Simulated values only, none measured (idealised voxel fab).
The following process module bears the name voxel self aligned contacts.
Each square cell in cross-section cut measures 5 nm, and the section as a whole is 300 nm wide.
A cross-section is written here as square cells arranged in a grid, and it is given in bands from the top down, each band taking up one or more rows of cells.
First you get the band's top height and its bottom height, in nm, and then the materials it's made of, left to right, with each width in nm. If you see a single material with "throughout", that one covers the band edge to edge. "empty" is empty space.
Measure heights from 0. That's the level where, below it, the as-received wafer is all one material. The lowest band is bottomless and extends downward; write it as in "from 0 down".
Width "30..40": first value at the band's top row of cells, second value at its bottom row, equal change from row to row.
Key: "no alteration" - step with no changed cell in the cross-section.
Reported under the label "Enclosed void catalog" are the empty spaces having no open way to the top and comprising 8 cells or more; the notation for each is width x height at distance, in which the distance is measured from the left edge and all three values are in nm.
On a step's line, text after the settings is the simulator commenting on that step.
overlay nm: step with mask; distance mask lay right of planned place; negative value = left of planned place.

[Set out below are the planned steps of the process]
1. RECEIVE [material Si]
2. OXIDIZE [depth nm 5]
3. DIRECTIONAL_DEP [material polySi] [thk nm 25]
4. DIRECTIONAL_DEP [material SiN] [thk nm 25]
5. MASKED_ETCH [tone cover] [mask id GATE] [width nm 30] [pitch nm 75] [etch materials SiN] [depth nm 25] [overlay nm 0]
6. MASKED_ETCH [tone cover] [mask id GATE] [width nm 30] [pitch nm 75] [etch materials polySi] [depth nm 25] [overlay nm 0]
7. CONFORMAL_DEP [material SiN] [thk nm 10]
8. DIRECTIONAL_ETCH [etch materials SiN] [depth nm 10]
9. FILL_DEP [material SiO2] [thk nm 15]
10. CMP [height nm 55]
11. PATTERN [tone open] [mask id CONTACT] [material resist] [width nm 55] [pitch nm 75] [thk nm 15] [overlay nm -15]
12. DIRECTIONAL_ETCH [etch materials SiO2] [depth nm 60]
13. STRIP [etch materials resist]
14. CONFORMAL_DEP [material TiN] [thk nm 5]
15. FILL_DEP [material W] [thk nm 5]
16. CMP [height nm 55]
17. CONFORMAL_DEP [material SiN] [thk nm 5]
Quick note for whoever runs this: the wafers start identical, but the overlay nm at step 11 isn't the same across them. The plan just shows what the first wafer had.

[Incoming state of the first of several wafers in cross-section: after step 1]
  from 0 down | Si throughout
  Enclosed void catalog: none

[Cross-section after step 17, the final step of the module, for the first of several wafers]
  from 60 to 55 | SiN throughout
  from 55 to 50 | SiO2 (70), then TiN (35), then W (15), then TiN (5), then SiO2 (20), then TiN (35), then W (15), then TiN (5), then SiO2 (100)
  from 50 to 25 | SiO2 (50), then SiN (50), then TiN (5), then W (15), then TiN (5), then SiN (50), then TiN (5), then W (15), then TiN (5), then SiN (50), then SiO2 (50)
  from 25 to 0 | SiO2 (50), then SiN (10), then polySi (30), then SiN (10), then TiN (5), then W (15), then TiN (5), then SiN (10), then polySi (30), then SiN (10), then TiN (5), then W (15), then TiN (5), then SiN (10), then polySi (30), then SiN (10), then SiO2 (50)
  from 0 to -5 | SiO2 (100), then TiN (25), then SiO2 (50), then TiN (25), then SiO2 (100)
  from -5 down | Si throughout
  Enclosed void catalog: none

[Last wafer of the set, cross-sectioned at end of module]
  from 60 to 55 | SiN throughout
  from 55 to 50 | SiO2 (100), then TiN (5), then W (15), then TiN (35), then SiO2 (20), then TiN (5), then W (15), then TiN (35), then SiO2 (70)
  from 50 to 25 | SiO2 (50), then SiN (50), then TiN (5), then W (15), then TiN (5), then SiN (50), then TiN (5), then W (15), then TiN (5), then SiN (50), then SiO2 (50)
  from 25 to 0 | SiO2 (50), then SiN (10), then polySi (30), then SiN (10), then TiN (5), then W (15), then TiN (5), then SiN (10), then polySi (30), then SiN (10), then TiN (5), then W (15), then TiN (5), then SiN (10), then polySi (30), then SiN (10), then SiO2 (50)
  from 0 to -5 | SiO2 (100), then TiN (25), then SiO2 (50), then TiN (25), then SiO2 (100)
  from -5 down | Si throughout
  Enclosed void catalog: none

[Each row below is a wafer at the end of the module, listing for every material the number of cells it has gained (+) or lost (-) since it was received, followed by its closed voids]
overlay nm -15; -60 Si; +270 SiN; +288 SiO2; +66 TiN; +66 W; +90 polySi; Enclosed void catalog: none
overlay nm -10; -60 Si; +270 SiN; +288 SiO2; +66 TiN; +66 W; +90 polySi; Enclosed void catalog: none
overlay nm -5; -60 Si; +270 SiN; +288 SiO2; +66 TiN; +66 W; +90 polySi; Enclosed void catalog: none
overlay nm 0; -60 Si; +270 SiN; +288 SiO2; +66 TiN; +66 W; +90 polySi; Enclosed void catalog: none
overlay nm 5; -60 Si; +270 SiN; +288 SiO2; +66 TiN; +66 W; +90 polySi; Enclosed void catalog: none
overlay nm 10; -60 Si; +270 SiN; +288 SiO2; +66 TiN; +66 W; +90 polySi; Enclosed void catalog: none
overlay nm 15; -60 Si; +270 SiN; +288 SiO2; +66 TiN; +66 W; +90 polySi; Enclosed void catalog: none
